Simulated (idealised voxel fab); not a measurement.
process module | voxel capacitor over wiring
cross-section cut | 290 nm wide | cells 5 nm
A cross-section is a grid of square cells, given in bands from the top down. A band is one or more rows of cells.
Each band's line starts with the height of the band's top and of its bottom, in nm. Then come its materials from left to right, each with its width in nm. One material with "throughout" fills the band from edge to edge. "air" is empty space.
Height 0 is the level under which the wafer as received is all one material. The lowest band goes on downwards, as in "0 down".
A width such as "30 to 40" changes by the same amount from each row of cells to the next, from the band's top row to its bottom row.
"no change" after a step means that no cell of the cross-section changed.
closed voids: empty space of 8 cells or more with no open way to the top, each as width x height at its distance from the left edge, in nm
after a step's settings: what the simulator itself notes on the step
overlay nm, on a step with a mask: how far to the right of its planned place the mask lay; to the left if negative
plan
1 op RECEIVE | material Si
2 op CONFORMAL_DEP | material SiO2 | thk nm 15
3 op CONFORMAL_DEP | material SiN | thk nm 5
4 op DIRECTIONAL_DEP | material lowk | thk nm 25
5 op DIRECTIONAL_DEP | material aC | thk nm 10
6 op PATTERN | tone open | mask id METAL_1 | material resist | width nm 30 | pitch nm 85 | thk nm 30 | overlay nm 0
7 op DIRECTIONAL_ETCH | etch materials aC | depth nm 10
8 op STRIP | etch materials resist
9 op DIRECTIONAL_ETCH | etch materials lowk | depth nm 25
10 op DIRECTIONAL_ETCH | etch materials SiN | depth nm 5
11 op STRIP | etch materials aC
12 op CONFORMAL_DEP | material TiN | thk nm 5
13 op FILL_DEP | material W | thk nm 5
14 op CMP | height nm 45
15 op CONFORMAL_DEP | material SiCN | thk nm 5
16 op DIRECTIONAL_DEP | material SiO2 | thk nm 15
17 op MASKED_ETCH | tone open | mask id PLUG_1 | width nm 15 | etch materials SiO2 | depth nm 15 | overlay nm 0
18 op MASKED_ETCH | tone open | mask id PLUG_1 | width nm 15 | etch materials SiCN | depth nm 5 | overlay nm 0
19 op EPI | material Ru | thk nm 10
20 op EPI | material Ru | thk nm 10
21 op DIRECTIONAL_DEP | material TiN | thk nm 5
22 op DIRECTIONAL_DEP | material HfO2 | thk nm 5
23 op DIRECTIONAL_DEP | material TiN | thk nm 10
24 op MASKED_ETCH | tone cover | mask id UPPER_PLATE | width nm 60 | etch materials TiN | depth nm 10 | overlay nm 0
25 op MASKED_ETCH | tone cover | mask id UPPER_PLATE | width nm 60 | etch materials HfO2 | depth nm 5 | overlay nm 0
26 op DIRECTIONAL_DEP | material aC | thk nm 10
27 op PATTERN | tone cover | mask id LOWER_PLATE | material resist | width nm 70 | thk nm 25 | overlay nm 0
28 op DIRECTIONAL_ETCH | etch materials aC | depth nm 10
29 op STRIP | etch materials resist
30 op DIRECTIONAL_ETCH | etch materials TiN | depth nm 5
31 op STRIP | etch materials aC
32 op FILL_DEP | material SiO2 | thk nm 20
33 op CMP | height nm 100
34 op DIRECTIONAL_DEP | material aC | thk nm 15
35 op PATTERN | tone open | mask id PLUG_2 | material resist | width nm 15 | thk nm 30 | overlay nm 0
36 op DIRECTIONAL_ETCH | etch materials aC | depth nm 15
37 op STRIP | etch materials resist
38 op DIRECTIONAL_ETCH | etch materials SiO2 | depth nm 15
39 op STRIP | etch materials aC
40 op CONFORMAL_DEP | material TiN | thk nm 5
41 op FILL_DEP | material Cu | thk nm 5
42 op CMP | height nm 100
43 op CONFORMAL_DEP | material SiN | thk nm 5
first wafer, as planned
as received, after step 1
  0 down: Si throughout
  closed voids: none
after step 2
  15 to 0: SiO2 throughout
  below 0: unchanged
after step 3
  20 to 15: SiN throughout
  below 15: unchanged
after step 4
  45 to 20: lowk throughout
  below 20: unchanged
after step 5
  55 to 45: aC throughout
  below 45: unchanged
after step 6
  85 to 55: resist 85 | air 30 | resist 55 | air 30 | resist 90
  below 55: unchanged
after step 7
  75 to 55: resist 85 | air 30 | resist 55 | air 30 | resist 90
  55 to 45: aC 85 | air 30 | aC 55 | air 30 | aC 90
  below 45: unchanged
after step 8
  55 to 45: aC 85 | air 30 | aC 55 | air 30 | aC 90
  below 45: unchanged
after step 9
  55 to 45: aC 85 | air 30 | aC 55 | air 30 | aC 90
  45 to 20: lowk 85 | air 30 | lowk 55 | air 30 | lowk 90
  below 20: unchanged
after step 10
  55 to 45: aC 85 | air 30 | aC 55 | air 30 | aC 90
  45 to 20: lowk 85 | air 30 | lowk 55 | air 30 | lowk 90
  20 to 15: SiN 85 | air 30 | SiN 55 | air 30 | SiN 90
  below 15: unchanged
after step 11
  45 to 20: lowk 85 | air 30 | lowk 55 | air 30 | lowk 90
  below 20: unchanged
after step 12
  50 to 45: TiN 90 | air 20 | TiN 65 | air 20 | TiN 95
  45 to 20: lowk 85 | TiN 5 | air 20 | TiN 5 | lowk 55 | TiN 5 | air 20 | TiN 5 | lowk 90
  20 to 15: SiN 85 | TiN 30 | SiN 55 | TiN 30 | SiN 90
  below 15: unchanged
after step 13
  55 to 50: W throughout
  50 to 45: TiN 90 | W 20 | TiN 65 | W 20 | TiN 95
  45 to 20: lowk 85 | TiN 5 | W 20 | TiN 5 | lowk 55 | TiN 5 | W 20 | TiN 5 | lowk 90
  below 20: unchanged
after step 14
  45 to 20: lowk 85 | TiN 5 | W 20 | TiN 5 | lowk 55 | TiN 5 | W 20 | TiN 5 | lowk 90
  below 20: unchanged
after step 15
  50 to 45: SiCN throughout
  below 45: unchanged
after step 16
  65 to 50: SiO2 throughout
  below 50: unchanged
after step 17
  65 to 50: SiO2 100 | air 15 | SiO2 175
  below 50: unchanged
after step 18
  65 to 50: SiO2 100 | air 15 | SiO2 175
  50 to 45: SiCN 100 | air 15 | SiCN 175
  below 45: unchanged
after step 19
  65 to 55: SiO2 100 | air 15 | SiO2 175
  55 to 50: SiO2 100 | Ru 15 | SiO2 175
  50 to 45: SiCN 100 | Ru 15 | SiCN 175
  below 45: unchanged
after step 20
  65 to 50: SiO2 100 | Ru 15 | SiO2 175
  below 50: unchanged
after step 21
  70 to 65: TiN throughout
  below 65: unchanged
after step 22
  75 to 70: HfO2 throughout
  below 70: unchanged
after step 23
  85 to 75: TiN throughout
  below 75: unchanged
after step 24
  85 to 75: air 100 | TiN 60 | air 130
  below 75: unchanged
after step 25
  85 to 75: air 100 | TiN 60 | air 130
  75 to 70: air 100 | HfO2 60 | air 130
  below 70: unchanged
after step 26
  95 to 85: air 100 | aC 60 | air 130
  85 to 80: air 100 | TiN 60 | air 130
  80 to 75: aC 100 | TiN 60 | aC 130
  75 to 70: aC 100 | HfO2 60 | aC 130
  below 70: unchanged
after step 27
  120 to 95: air 95 | resist 70 | air 125
  95 to 85: air 95 | resist 5 | aC 60 | resist 5 | air 125
  85 to 80: air 95 | resist 5 | TiN 60 | resist 5 | air 125
  below 80: unchanged
after step 28
  110 to 95: air 95 | resist 70 | air 125
  95 to 85: air 95 | resist 5 | aC 60 | resist 5 | air 125
  85 to 80: air 95 | resist 5 | TiN 60 | resist 5 | air 125
  80 to 75: air 95 | aC 5 | TiN 60 | aC 5 | air 125
  75 to 70: air 95 | aC 5 | HfO2 60 | aC 5 | air 125
  below 70: unchanged
after step 29
  95 to 85: air 100 | aC 60 | air 130
  85 to 80: air 100 | TiN 60 | air 130
  below 80: unchanged
after step 30
  95 to 85: air 100 | aC 60 | air 130
  85 to 80: air 100 | TiN 60 | air 130
  80 to 75: air 95 | aC 5 | TiN 60 | aC 5 | air 125
  75 to 70: air 95 | aC 5 | HfO2 60 | aC 5 | air 125
  70 to 65: air 95 | TiN 70 | air 125
  below 65: unchanged
after step 31
  85 to 75: air 100 | TiN 60 | air 130
  75 to 70: air 100 | HfO2 60 | air 130
  below 70: unchanged
after step 32
  105 to 85: SiO2 throughout
  85 to 75: SiO2 100 | TiN 60 | SiO2 130
  75 to 70: SiO2 100 | HfO2 60 | SiO2 130
  70 to 65: SiO2 95 | TiN 70 | SiO2 125
  below 65: unchanged
after step 33
  100 to 85: SiO2 throughout
  below 85: unchanged
after step 34
  115 to 100: aC throughout
  below 100: unchanged
after step 35
  145 to 115: resist 110 | air 15 | resist 165
  below 115: unchanged
after step 36
  130 to 115: resist 110 | air 15 | resist 165
  115 to 100: aC 110 | air 15 | aC 165
  below 100: unchanged
after step 37
  115 to 100: aC 110 | air 15 | aC 165
  below 100: unchanged
after step 38
  115 to 100: aC 110 | air 15 | aC 165
  100 to 85: SiO2 110 | air 15 | SiO2 165
  below 85: unchanged
after step 39
  100 to 85: SiO2 110 | air 15 | SiO2 165
  below 85: unchanged
after step 40
  105 to 100: TiN 115 | air 5 | TiN 170
  100 to 90: SiO2 110 | TiN 5 | air 5 | TiN 5 | SiO2 165
  90 to 85: SiO2 110 | TiN 15 | SiO2 165
  below 85: unchanged
after step 41
  110 to 105: Cu throughout
  105 to 100: TiN 115 | Cu 5 | TiN 170
  100 to 90: SiO2 110 | TiN 5 | Cu 5 | TiN 5 | SiO2 165
  below 90: unchanged
after step 42
  100 to 90: SiO2 110 | TiN 5 | Cu 5 | TiN 5 | SiO2 165
  below 90: unchanged
after step 43
  105 to 100: SiN throughout
  below 100: unchanged
second wafer: like start, like plan, one mistake. Through step 2 it matches the first wafer
when step 3 should have ended: no change
when step 4 should have ended
  40 to 15: lowk throughout
  below 15: unchanged
when step 5 should have ended
  50 to 40: aC throughout
  below 40: unchanged
when step 6 should have ended
  80 to 50: resist 85 | air 30 | resist 55 | air 30 | resist 90
  below 50: unchanged
when step 7 should have ended
  70 to 50: resist 85 | air 30 | resist 55 | air 30 | resist 90
  50 to 40: aC 85 | air 30 | aC 55 | air 30 | aC 90
  below 40: unchanged
when step 8 should have ended
  50 to 40: aC 85 | air 30 | aC 55 | air 30 | aC 90
  below 40: unchanged
when step 9 should have ended
  50 to 40: aC 85 | air 30 | aC 55 | air 30 | aC 90
  40 to 15: lowk 85 | air 30 | lowk 55 | air 30 | lowk 90
  below 15: unchanged
when step 10 should have ended: no change
when step 11 should have ended
  40 to 15: lowk 85 | air 30 | lowk 55 | air 30 | lowk 90
  below 15: unchanged
when step 12 should have ended
  45 to 40: TiN 90 | air 20 | TiN 65 | air 20 | TiN 95
  40 to 20: lowk 85 | TiN 5 | air 20 | TiN 5 | lowk 55 | TiN 5 | air 20 | TiN 5 | lowk 90
  20 to 15: lowk 85 | TiN 30 | lowk 55 | TiN 30 | lowk 90
  below 15: unchanged
when step 13 should have ended
  50 to 45: W throughout
  45 to 40: TiN 90 | W 20 | TiN 65 | W 20 | TiN 95
  40 to 20: lowk 85 | TiN 5 | W 20 | TiN 5 | lowk 55 | TiN 5 | W 20 | TiN 5 | lowk 90
  below 20: unchanged
when step 14 should have ended
  45 to 40: TiN 90 | W 20 | TiN 65 | W 20 | TiN 95
  below 40: unchanged
when step 15 should have ended
  50 to 45: SiCN throughout
  below 45: unchanged
when step 16 should have ended
  65 to 50: SiO2 throughout
  below 50: unchanged
when step 17 should have ended
  65 to 50: SiO2 100 | air 15 | SiO2 175
  below 50: unchanged
when step 18 should have ended
  65 to 50: SiO2 100 | air 15 | SiO2 175
  50 to 45: SiCN 100 | air 15 | SiCN 175
  below 45: unchanged
when step 19 should have ended
  65 to 55: SiO2 100 | air 15 | SiO2 175
  55 to 50: SiO2 100 | Ru 15 | SiO2 175
  50 to 45: SiCN 100 | Ru 15 | SiCN 175
  below 45: unchanged
when step 20 should have ended
  65 to 50: SiO2 100 | Ru 15 | SiO2 175
  below 50: unchanged
when step 21 should have ended
  70 to 65: TiN throughout
  below 65: unchanged
when step 22 should have ended
  75 to 70: HfO2 throughout
  below 70: unchanged
when step 23 should have ended
  85 to 75: TiN throughout
  below 75: unchanged
when step 24 should have ended
  85 to 75: air 100 | TiN 60 | air 130
  below 75: unchanged
when step 25 should have ended
  85 to 75: air 100 | TiN 60 | air 130
  75 to 70: air 100 | HfO2 60 | air 130
  below 70: unchanged
when step 26 should have ended
  95 to 85: air 100 | aC 60 | air 130
  85 to 80: air 100 | TiN 60 | air 130
  80 to 75: aC 100 | TiN 60 | aC 130
  75 to 70: aC 100 | HfO2 60 | aC 130
  below 70: unchanged
when step 27 should have ended
  120 to 95: air 95 | resist 70 | air 125
  95 to 85: air 95 | resist 5 | aC 60 | resist 5 | air 125
  85 to 80: air 95 | resist 5 | TiN 60 | resist 5 | air 125
  below 80: unchanged
when step 28 should have ended
  110 to 95: air 95 | resist 70 | air 125
  95 to 85: air 95 | resist 5 | aC 60 | resist 5 | air 125
  85 to 80: air 95 | resist 5 | TiN 60 | resist 5 | air 125
  80 to 75: air 95 | aC 5 | TiN 60 | aC 5 | air 125
  75 to 70: air 95 | aC 5 | HfO2 60 | aC 5 | air 125
  below 70: unchanged
when step 29 should have ended
  95 to 85: air 100 | aC 60 | air 130
  85 to 80: air 100 | TiN 60 | air 130
  below 80: unchanged
when step 30 should have ended
  95 to 85: air 100 | aC 60 | air 130
  85 to 80: air 100 | TiN 60 | air 130
  80 to 75: air 95 | aC 5 | TiN 60 | aC 5 | air 125
  75 to 70: air 95 | aC 5 | HfO2 60 | aC 5 | air 125
  70 to 65: air 95 | TiN 70 | air 125
  below 65: unchanged
when step 31 should have ended
  85 to 75: air 100 | TiN 60 | air 130
  75 to 70: air 100 | HfO2 60 | air 130
  below 70: unchanged
when step 32 should have ended
  105 to 85: SiO2 throughout
  85 to 75: SiO2 100 | TiN 60 | SiO2 130
  75 to 70: SiO2 100 | HfO2 60 | SiO2 130
  70 to 65: SiO2 95 | TiN 70 | SiO2 125
  below 65: unchanged
when step 33 should have ended
  100 to 85: SiO2 throughout
  below 85: unchanged
when step 34 should have ended
  115 to 100: aC throughout
  below 100: unchanged
when step 35 should have ended
  145 to 115: resist 110 | air 15 | resist 165
  below 115: unchanged
when step 36 should have ended
  130 to 115: resist 110 | air 15 | resist 165
  115 to 100: aC 110 | air 15 | aC 165
  below 100: unchanged
when step 37 should have ended
  115 to 100: aC 110 | air 15 | aC 165
  below 100: unchanged
when step 38 should have ended
  115 to 100: aC 110 | air 15 | aC 165
  100 to 85: SiO2 110 | air 15 | SiO2 165
  below 85: unchanged
when step 39 should have ended
  100 to 85: SiO2 110 | air 15 | SiO2 165
  below 85: unchanged
when step 40 should have ended
  105 to 100: TiN 115 | air 5 | TiN 170
  100 to 90: SiO2 110 | TiN 5 | air 5 | TiN 5 | SiO2 165
  90 to 85: SiO2 110 | TiN 15 | SiO2 165
  below 85: unchanged
when step 41 should have ended
  110 to 105: Cu throughout
  105 to 100: TiN 115 | Cu 5 | TiN 170
  100 to 90: SiO2 110 | TiN 5 | Cu 5 | TiN 5 | SiO2 165
  below 90: unchanged
when step 42 should have ended
  100 to 90: SiO2 110 | TiN 5 | Cu 5 | TiN 5 | SiO2 165
  below 90: unchanged
when step 43 should have ended
  105 to 100: SiN throughout
  below 100: unchanged
what went wrong: step 3 was left out
at the end the second wafer has, in cells: 46 fewer of SiN | 46 more of TiN
